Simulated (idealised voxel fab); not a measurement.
A process module follows: voxel trench capacitor.
The cross-section shown here is cut; it is 210 nm wide and divided into square cells measuring 5 nm on a side.
Each cross-section below is a grid of square cells, stated as bands in top-down order, with one or more rows of cells making up each band. Heads up on the band format: heights come first, top then bottom, in nm. After that it's the materials left to right, each with its width in nm. A single material flagged "edge to edge" fills the whole band edge to edge, and "air" means there's empty space there. Measure heights from 0. That's the level where, below it, the as-received wafer is all one material. The lowest band is bottomless and extends downward; write it as in "top 0, no bottom". When a width is written as two numbers, as in "30..40", the first number is the width in the top row of cells of the band and the second is the width in its bottom row, and the width changes by the same amount from each row to the next. Where a step carries "same as before", the cross-section came out of it unchanged, cell for cell. "Voids, fully enclosed": empty spaces of 8 cells or more with no open way to the top, each given as width x height at distance, distance from the left edge, all in nm. Post-settings text on a step line: simulator's own remark regarding the step. If you see "overlay nm" on a step's line and that step has a mask, it's telling you how far right of where it was planned the mask ended up; a negative number means it went left instead.
# The process steps that were planned are listed below
1,RECEIVE with material Si
2,CONFORMAL_DEP with material SiN, thk nm 10
3,PATTERN with tone open, mask id TRENCH, material resist, width nm 20, pitch nm 35, thk nm 15, overlay nm 0
4,DIRECTIONAL_ETCH with etch materials SiN, depth nm 10
5,DIRECTIONAL_ETCH with etch materials Si, depth nm 25
6,STRIP with etch materials resist
7,CONFORMAL_DEP with material SiO2, thk nm 5
8,FILL_DEP with material polySi, thk nm 5
9,CMP with height nm 10
# As-received wafer cross-section (after step 1)
* top 0, no bottom  Si edge to edge
* Voids, fully enclosed: none
# First wafer of two, sectioned at end of module; run went per plan
* top 10, bottom 0  SiN: 40, then SiO2: 5, then polySi: 10, then SiO2: 5, then SiN: 15, then SiO2: 5, then polySi: 10, then SiO2: 5, then SiN: 15, then SiO2: 5, then polySi: 10, then SiO2: 5, then SiN: 15, then SiO2: 5, then polySi: 10, then SiO2: 5, then SiN: 45
* top 0, bottom -20  Si: 40, then SiO2: 5, then polySi: 10, then SiO2: 5, then Si: 15, then SiO2: 5, then polySi: 10, then SiO2: 5, then Si: 15, then SiO2: 5, then polySi: 10, then SiO2: 5, then Si: 15, then SiO2: 5, then polySi: 10, then SiO2: 5, then Si: 45
* top -20, bottom -25  Si: 40, then SiO2: 20, then Si: 15, then SiO2: 20, then Si: 15, then SiO2: 20, then Si: 15, then SiO2: 20, then Si: 45
* top -25, no bottom  Si edge to edge
* Voids, fully enclosed: none
# What the second wafer looks like in cross-section once the module is done. Its start and its plan matched the first wafer's exactly; what differed was one mistake in how it was run
* top 10, bottom 0  SiN: 40, then SiO2: 5, then polySi: 10, then SiO2: 5, then SiN: 15, then SiO2: 5, then polySi: 10, then SiO2: 5, then SiN: 15, then SiO2: 5, then polySi: 10, then SiO2: 5, then SiN: 15, then SiO2: 5, then polySi: 10, then SiO2: 5, then SiN: 45
* top 0, bottom -45  Si: 40, then SiO2: 5, then polySi: 10, then SiO2: 5, then Si: 15, then SiO2: 5, then polySi: 10, then SiO2: 5, then Si: 15, then SiO2: 5, then polySi: 10, then SiO2: 5, then Si: 15, then SiO2: 5, then polySi: 10, then SiO2: 5, then Si: 45
* top -45, bottom -50  Si: 40, then SiO2: 20, then Si: 15, then SiO2: 20, then Si: 15, then SiO2: 20, then Si: 15, then SiO2: 20, then Si: 45
* top -50, no bottom  Si edge to edge
* Voids, fully enclosed: none
Which mistake was made when the wafer was run? step 5 of the plan was executed twice over
In the final state, the cell counts of the second wafer exceed or fall short of those of the first for the following materials: Si -80, SiO2 +40, polySi +40
